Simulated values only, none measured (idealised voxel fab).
Process module under the name voxel wiring stack
Cross-sectional view cut (width: 210 nm; square cell size: 5 nm).
Reading order for cross-sections: top band down to bottom band. Underlying form: a grid of square cells. Band size: one or more rows of cells. Top height, bottom height, nm. Materials left to right, width each, nm. Single material + "everywhere" = fills band edge to edge. "blank" = empty. Heights are expressed relative to 0, this being the level below which the as-received wafer comprises one material exclusively. The lowest band is unbounded in the downward direction and is denoted as in "0 down". Read "30 to 40" as a graded width: first number on top, second number at the bottom, same change between each pair of neighbouring rows. When a step is marked "no modification", none of the cells in the cross-section changed during that step. "Enclosed internal cavities" means: voids of 8 cells or more that are shut off from the top with no open way through. Written width x height at distance, distance from the left edge, in nm. Where a step's line continues beyond its settings, the continuation is a remark by the simulator itself on that step. overlay nm: on a step with a mask, how far right of its planned place the mask lay; negative means left.
List of planned process steps:
| 1 | op RECEIVE | material Si |
| 2 | op CONFORMAL_DEP | material SiO2 | thk nm 10 |
| 3 | op CONFORMAL_DEP | material SiCN | thk nm 5 |
| 4 | op DIRECTIONAL_DEP | material SiO2 | thk nm 25 |
| 5 | op MASKED_ETCH | tone open | mask id METAL_1 | width nm 30 | pitch nm 45 | etch materials SiO2 | depth nm 25 | overlay nm 0 |
| 6 | op MASKED_ETCH | tone open | mask id METAL_1 | width nm 30 | pitch nm 45 | etch materials SiCN | depth nm 5 | overlay nm -15 |
| 7 | op CONFORMAL_DEP | material TiN | thk nm 5 |
| 8 | op FILL_DEP | material W | thk nm 10 |
| 9 | op CMP | height nm 40 |
| 10 | op EPI | material Ru | thk nm 5 |
| 11 | op FILL_DEP | material SiCN | thk nm 5 |
| 12 | op DIRECTIONAL_DEP | material SiO2 | thk nm 35 |
| 13 | op DIRECTIONAL_DEP | material aC | thk nm 15 |
| 14 | op PATTERN | tone open | mask id METAL_2_HOLES | material resist | width nm 15 | pitch nm 45 | thk nm 30 | overlay nm 0 |
| 15 | op DIRECTIONAL_ETCH | etch materials aC | depth nm 15 |
| 16 | op STRIP | etch materials resist |
| 17 | op DIRECTIONAL_ETCH | etch materials SiO2 | depth nm 35 |
| 18 | op STRIP | etch materials aC |
| 19 | op PATTERN | tone open | mask id METAL_2 | material resist | width nm 30 | pitch nm 45 | thk nm 20 | overlay nm 0 |
| 20 | op DIRECTIONAL_ETCH | etch materials SiO2 | depth nm 20 |
| 21 | op DIRECTIONAL_ETCH | etch materials SiCN | depth nm 5 |
| 22 | op STRIP | etch materials resist |
| 23 | op CONFORMAL_DEP | material TiN | thk nm 5 |
| 24 | op FILL_DEP | material Cu | thk nm 10 |
| 25 | op CMP | height nm 85 |
| 26 | op CONFORMAL_DEP | material SiCN | thk nm 5 |
Among the wafers covered here, the point of difference is the overlay nm at step 6; their starting state is shared, and the plan presents the value of the first wafer.
As-received state after step 1, first of several wafers, cross-section:
0 down | Si everywhere
Enclosed internal cavities: none
Row per wafer, end-of-module: cell gain (+)/loss (-) by material since the wafer came in, then closed voids:
overlay nm -15 | +32 Cu | +16 Ru | +140 SiCN | +462 SiO2 | +72 TiN | +34 W | Enclosed internal cavities: none
overlay nm -10 | +32 Cu | +16 Ru | +138 SiCN | +462 SiO2 | +72 TiN | +36 W | Enclosed internal cavities: none
overlay nm -5 | +32 Cu | +16 Ru | +136 SiCN | +462 SiO2 | +72 TiN | +38 W | Enclosed internal cavities: none
overlay nm 0 | +32 Cu | +16 Ru | +134 SiCN | +462 SiO2 | +72 TiN | +40 W | Enclosed internal cavities: none
overlay nm 5 | +32 Cu | +16 Ru | +136 SiCN | +462 SiO2 | +72 TiN | +38 W | Enclosed internal cavities: none
overlay nm 10 | +32 Cu | +16 Ru | +138 SiCN | +462 SiO2 | +72 TiN | +36 W | Enclosed internal cavities: none
overlay nm 15 | +32 Cu | +16 Ru | +140 SiCN | +462 SiO2 | +72 TiN | +34 W | Enclosed internal cavities: none
